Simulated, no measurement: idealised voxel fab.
The following is a process module called voxel self aligned vias.
Cross-section cut: width 255 nm, square cells of 5 nm.
Just so we're on the same page, the cross-sections are grids of square cells, and they're listed out in bands top to bottom, each band one or more rows deep. For a band, the entry starts with two heights in nm, that of the top and then that of the bottom, and carries on with the band's materials in order from left to right, each alongside its width in nm; the word "throughout" beside a single material means it fills the band edge to edge, and "blank" means empty space. Below 0: as-received wafer, all one material; heights counted from there. Lowest band: no bottom, goes on down, written "from 0 down". The notation "30 to 40" denotes a width that varies across the rows of cells in the band, beginning at the first number in the top row, finishing at the second number in the bottom row, and changing by an identical amount from each row to the next. A step reported as "stayed the same" is a step in which no cell of the cross-section changed. Entry "Closed void inventory" = empty spaces >= 8 cells with no open way to the top; each as width x height at distance, distance from left edge, all nm. Heads up: the bit after the settings on a step's line is the simulator's remark on that step. overlay nm: right-of-plan distance of the mask on a masked step; negative values mean left-of-plan.
Steps planned for the process:
1. RECEIVE (material Si)
2. CONFORMAL_DEP (material SiO2; thk nm 10)
3. CONFORMAL_DEP (material SiCN; thk nm 5)
4. DIRECTIONAL_DEP (material SiO2; thk nm 25)
5. MASKED_ETCH (tone open; mask id LINES; width nm 25; pitch nm 60; etch materials SiO2; depth nm 25; overlay nm 0)
6. CONFORMAL_DEP (material TiN; thk nm 5)
7. FILL_DEP (material W; thk nm 5)
8. CMP (height nm 40)
9. SELECTIVE_ETCH (etch materials W Ru TiN; depth nm 10)
10. FILL_DEP (material SiN; thk nm 10)
11. CMP (height nm 40)
12. DIRECTIONAL_DEP (material SiO2; thk nm 20)
13. MASKED_ETCH (tone open; mask id VIAS; width nm 45; pitch nm 120; etch materials SiO2; depth nm 20; overlay nm 0)
14. MASKED_ETCH (tone open; mask id VIAS; width nm 45; pitch nm 120; etch materials SiN; depth nm 10; overlay nm 0)
15. CONFORMAL_DEP (material TiN; thk nm 5)
16. FILL_DEP (material Cu; thk nm 5)
17. CMP (height nm 60)
18. CONFORMAL_DEP (material SiCN; thk nm 5)
Run as planned: first of two wafers:
Received-state cross-section, reflecting completion of step 1:
- from 0 down: Si throughout
- Closed void inventory: none
Wafer after step 2 (cross-section):
- from 10 to 0: SiO2 throughout
- below 0: unchanged
Wafer after step 3 (cross-section):
- from 15 to 10: SiCN throughout
- below 10: unchanged
Wafer after step 4 (cross-section):
- from 40 to 15: SiO2 throughout
- below 15: unchanged
Wafer after step 5 (cross-section):
- from 40 to 15: SiO2 55 nm, then blank 25 nm, then SiO2 35 nm, then blank 25 nm, then SiO2 35 nm, then blank 25 nm, then SiO2 55 nm
- below 15: unchanged
Wafer after step 6 (cross-section):
- from 45 to 40: TiN 60 nm, then blank 15 nm, then TiN 45 nm, then blank 15 nm, then TiN 45 nm, then blank 15 nm, then TiN 60 nm
- from 40 to 20: SiO2 55 nm, then TiN 5 nm, then blank 15 nm, then TiN 5 nm, then SiO2 35 nm, then TiN 5 nm, then blank 15 nm, then TiN 5 nm, then SiO2 35 nm, then TiN 5 nm, then blank 15 nm, then TiN 5 nm, then SiO2 55 nm
- from 20 to 15: SiO2 55 nm, then TiN 25 nm, then SiO2 35 nm, then TiN 25 nm, then SiO2 35 nm, then TiN 25 nm, then SiO2 55 nm
- below 15: unchanged
Wafer after step 7 (cross-section):
- from 50 to 45: W throughout
- from 45 to 40: TiN 60 nm, then W 15 nm, then TiN 45 nm, then W 15 nm, then TiN 45 nm, then W 15 nm, then TiN 60 nm
- from 40 to 20: SiO2 55 nm, then TiN 5 nm, then W 15 nm, then TiN 5 nm, then SiO2 35 nm, then TiN 5 nm, then W 15 nm, then TiN 5 nm, then SiO2 35 nm, then TiN 5 nm, then W 15 nm, then TiN 5 nm, then SiO2 55 nm
- below 20: unchanged
Wafer after step 8 (cross-section):
- from 40 to 20: SiO2 55 nm, then TiN 5 nm, then W 15 nm, then TiN 5 nm, then SiO2 35 nm, then TiN 5 nm, then W 15 nm, then TiN 5 nm, then SiO2 35 nm, then TiN 5 nm, then W 15 nm, then TiN 5 nm, then SiO2 55 nm
- below 20: unchanged
Wafer after step 9 (cross-section):
- from 40 to 30: SiO2 55 nm, then blank 25 nm, then SiO2 35 nm, then blank 25 nm, then SiO2 35 nm, then blank 25 nm, then SiO2 55 nm
- below 30: unchanged
Wafer after step 10 (cross-section):
- from 50 to 40: SiN throughout
- from 40 to 30: SiO2 55 nm, then SiN 25 nm, then SiO2 35 nm, then SiN 25 nm, then SiO2 35 nm, then SiN 25 nm, then SiO2 55 nm
- below 30: unchanged
Wafer after step 11 (cross-section):
- from 40 to 30: SiO2 55 nm, then SiN 25 nm, then SiO2 35 nm, then SiN 25 nm, then SiO2 35 nm, then SiN 25 nm, then SiO2 55 nm
- below 30: unchanged
Wafer after step 12 (cross-section):
- from 60 to 40: SiO2 throughout
- below 40: unchanged
Wafer after step 13 (cross-section):
- from 60 to 40: SiO2 45 nm, then blank 45 nm, then SiO2 75 nm, then blank 45 nm, then SiO2 45 nm
- below 40: unchanged
Wafer after step 14 (cross-section):
- from 60 to 40: SiO2 45 nm, then blank 45 nm, then SiO2 75 nm, then blank 45 nm, then SiO2 45 nm
- from 40 to 30: SiO2 55 nm, then blank 25 nm, then SiO2 35 nm, then SiN 25 nm, then SiO2 35 nm, then blank 25 nm, then SiO2 55 nm
- below 30: unchanged
Wafer after step 15 (cross-section):
- from 65 to 60: TiN 50 nm, then blank 35 nm, then TiN 85 nm, then blank 35 nm, then TiN 50 nm
- from 60 to 45: SiO2 45 nm, then TiN 5 nm, then blank 35 nm, then TiN 5 nm, then SiO2 75 nm, then TiN 5 nm, then blank 35 nm, then TiN 5 nm, then SiO2 45 nm
- from 45 to 40: SiO2 45 nm, then TiN 15 nm, then blank 15 nm, then TiN 15 nm, then SiO2 75 nm, then TiN 15 nm, then blank 15 nm, then TiN 15 nm, then SiO2 45 nm
- from 40 to 35: SiO2 55 nm, then TiN 5 nm, then blank 15 nm, then TiN 5 nm, then SiO2 35 nm, then SiN 25 nm, then SiO2 35 nm, then TiN 5 nm, then blank 15 nm, then TiN 5 nm, then SiO2 55 nm
- from 35 to 30: SiO2 55 nm, then TiN 25 nm, then SiO2 35 nm, then SiN 25 nm, then SiO2 35 nm, then TiN 25 nm, then SiO2 55 nm
- below 30: unchanged
Wafer after step 16 (cross-section):
- from 70 to 65: Cu throughout
- from 65 to 60: TiN 50 nm, then Cu 35 nm, then TiN 85 nm, then Cu 35 nm, then TiN 50 nm
- from 60 to 45: SiO2 45 nm, then TiN 5 nm, then Cu 35 nm, then TiN 5 nm, then SiO2 75 nm, then TiN 5 nm, then Cu 35 nm, then TiN 5 nm, then SiO2 45 nm
- from 45 to 40: SiO2 45 nm, then TiN 15 nm, then Cu 15 nm, then TiN 15 nm, then SiO2 75 nm, then TiN 15 nm, then Cu 15 nm, then TiN 15 nm, then SiO2 45 nm
- from 40 to 35: SiO2 55 nm, then TiN 5 nm, then Cu 15 nm, then TiN 5 nm, then SiO2 35 nm, then SiN 25 nm, then SiO2 35 nm, then TiN 5 nm, then Cu 15 nm, then TiN 5 nm, then SiO2 55 nm
- below 35: unchanged
Wafer after step 17 (cross-section):
- from 60 to 45: SiO2 45 nm, then TiN 5 nm, then Cu 35 nm, then TiN 5 nm, then SiO2 75 nm, then TiN 5 nm, then Cu 35 nm, then TiN 5 nm, then SiO2 45 nm
- below 45: unchanged
Wafer after step 18 (cross-section):
- from 65 to 60: SiCN throughout
- below 60: unchanged
second wafer: like start, like plan, one mistake. Through step 12 it matches the first wafer:
Second wafer shown in cross-section at the time step 13 was slated to end:
- from 60 to 40: SiO2 45 nm, then blank 50 nm, then SiO2 70 nm, then blank 50 nm, then SiO2 40 nm
- below 40: unchanged
Second wafer shown in cross-section at the time step 14 was slated to end:
- from 60 to 40: SiO2 45 nm, then blank 50 nm, then SiO2 70 nm, then blank 50 nm, then SiO2 40 nm
- from 40 to 30: SiO2 55 nm, then blank 25 nm, then SiO2 35 nm, then SiN 25 nm, then SiO2 35 nm, then blank 25 nm, then SiO2 55 nm
- below 30: unchanged
Second wafer shown in cross-section at the time step 15 was slated to end:
- from 65 to 60: TiN 50 nm, then blank 40 nm, then TiN 80 nm, then blank 40 nm, then TiN 45 nm
- from 60 to 45: SiO2 45 nm, then TiN 5 nm, then blank 40 nm, then TiN 5 nm, then SiO2 70 nm, then TiN 5 nm, then blank 40 nm, then TiN 5 nm, then SiO2 40 nm
- from 45 to 40: SiO2 45 nm, then TiN 15 nm, then blank 15 nm, then TiN 20 nm, then SiO2 70 nm, then TiN 15 nm, then blank 15 nm, then TiN 20 nm, then SiO2 40 nm
- from 40 to 35: SiO2 55 nm, then TiN 5 nm, then blank 15 nm, then TiN 5 nm, then SiO2 35 nm, then SiN 25 nm, then SiO2 35 nm, then TiN 5 nm, then blank 15 nm, then TiN 5 nm, then SiO2 55 nm
- from 35 to 30: SiO2 55 nm, then TiN 25 nm, then SiO2 35 nm, then SiN 25 nm, then SiO2 35 nm, then TiN 25 nm, then SiO2 55 nm
- below 30: unchanged
Second wafer shown in cross-section at the time step 16 was slated to end:
- from 70 to 65: Cu throughout
- from 65 to 60: TiN 50 nm, then Cu 40 nm, then TiN 80 nm, then Cu 40 nm, then TiN 45 nm
- from 60 to 45: SiO2 45 nm, then TiN 5 nm, then Cu 40 nm, then TiN 5 nm, then SiO2 70 nm, then TiN 5 nm, then Cu 40 nm, then TiN 5 nm, then SiO2 40 nm
- from 45 to 40: SiO2 45 nm, then TiN 15 nm, then Cu 15 nm, then TiN 20 nm, then SiO2 70 nm, then TiN 15 nm, then Cu 15 nm, then TiN 20 nm, then SiO2 40 nm
- from 40 to 35: SiO2 55 nm, then TiN 5 nm, then Cu 15 nm, then TiN 5 nm, then SiO2 35 nm, then SiN 25 nm, then SiO2 35 nm, then TiN 5 nm, then Cu 15 nm, then TiN 5 nm, then SiO2 55 nm
- below 35: unchanged
Second wafer shown in cross-section at the time step 17 was slated to end:
- from 60 to 45: SiO2 45 nm, then TiN 5 nm, then Cu 40 nm, then TiN 5 nm, then SiO2 70 nm, then TiN 5 nm, then Cu 40 nm, then TiN 5 nm, then SiO2 40 nm
- below 45: unchanged
Second wafer shown in cross-section at the time step 18 was slated to end:
- from 65 to 60: SiCN throughout
- below 60: unchanged
The mistake made against the process plan was this: step 13 off recipe, ran as MASKED_ETCH (tone open; mask id VIAS; width nm 50; pitch nm 120; etch materials SiO2; depth nm 20; overlay nm 0)
Cell-count delta at end, second wafer over first, by material: 6 more of Cu | 8 fewer of SiO2 | 2 more of TiN
